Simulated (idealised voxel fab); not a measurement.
Process module heading - voxel self aligned contacts
Section shown: cut. Width: 250 nm. Cell size: 5 nm, square.
Heads up, the way a cross-section reads in here is a grid of square cells, handed over as bands from the top down, with every band being one or more rows of cells.
Quick guide to a band line: top height, bottom height (nm) up front; then every material left to right with its width in nm. Only one material and it's marked "edge to edge"? Then it fills the band edge to edge. And "blank" just means empty space.
Ref level 0: as-received wafer is one material below here. Bottom band extends down with no lower bound ("0 -> down").
Width: "30..40" (first number = top row, second number = bottom row, same change from row to row of cells).
Given "no modification" for a step, no cell of the cross-section differs between before and after that step.
"Entrapped voids" contains a list of empty spaces, each no smaller than 8 cells and without an open way to the top, written in the form width x height at distance with the distance from the left edge and all three in nm.
Heads up: the bit after the settings on a step's line is the simulator's remark on that step.
"overlay nm" denotes, for a step that has a mask, the displacement of the mask to the right of its planned place, with negative values corresponding to the left.

The steps planned for the process are as follows
| 1 | op RECEIVE | material Si |
| 2 | op OXIDIZE | depth nm 5 |
| 3 | op DIRECTIONAL_DEP | material polySi | thk nm 25 |
| 4 | op DIRECTIONAL_DEP | material SiN | thk nm 15 |
| 5 | op PATTERN | tone cover | mask id GATE | material resist | width nm 35 | pitch nm 60 | thk nm 20 | overlay nm 0 |
| 6 | op DIRECTIONAL_ETCH | etch materials SiN | depth nm 15 |
| 7 | op DIRECTIONAL_ETCH | etch materials polySi | depth nm 25 |
| 8 | op STRIP | etch materials resist |
| 9 | op CONFORMAL_DEP | material SiN | thk nm 5 |
| 10 | op DIRECTIONAL_ETCH | etch materials SiN | depth nm 5 |
| 11 | op FILL_DEP | material SiO2 | thk nm 20 |
| 12 | op CMP | height nm 50 |
| 13 | op DIRECTIONAL_DEP | material aC | thk nm 10 |
| 14 | op PATTERN | tone open | mask id CONTACT | material resist | width nm 45 | thk nm 30 | overlay nm 0 |
| 15 | op DIRECTIONAL_ETCH | etch materials aC | depth nm 10 |
| 16 | op STRIP | etch materials resist |
| 17 | op DIRECTIONAL_ETCH | etch materials SiO2 | depth nm 55 |
| 18 | op STRIP | etch materials aC |
| 19 | op CONFORMAL_DEP | material TiN | thk nm 5 |
| 20 | op FILL_DEP | material W | thk nm 5 |
| 21 | op CMP | height nm 50 |
| 22 | op CONFORMAL_DEP | material SiN | thk nm 5 |

As-received wafer cross-section (after step 1)
  0 -> down  Si edge to edge
  Entrapped voids: none

Starting wafer: above. Plan: above. Run: one mistake. Cross-section after the module: below
  55 -> 50  SiN edge to edge
  50 -> 40  SiO2=100; TiN=5..20; W=35..5; TiN=5..20; SiO2=105
  40 -> 25  SiO2=70; SiN=45; TiN=5; W=5; TiN=5; SiN=45; SiO2=75
  25 -> 10  SiO2=70; SiN=5; polySi=35; SiN=5; TiN=5; W=5; TiN=5; SiN=5; polySi=35; SiN=5; SiO2=75
  10 -> 5  SiO2=70; SiN=5; polySi=35; SiN=5; TiN=15; SiN=5; polySi=35; SiN=5; SiO2=75
  5 -> 0  polySi edge to edge
  0 -> -5  SiO2 edge to edge
  -5 -> down  Si edge to edge
  Entrapped voids: none
Here's what went sideways: planned and actual differ for step 7; actual: op DIRECTIONAL_ETCH | etch materials polySi | depth nm 20
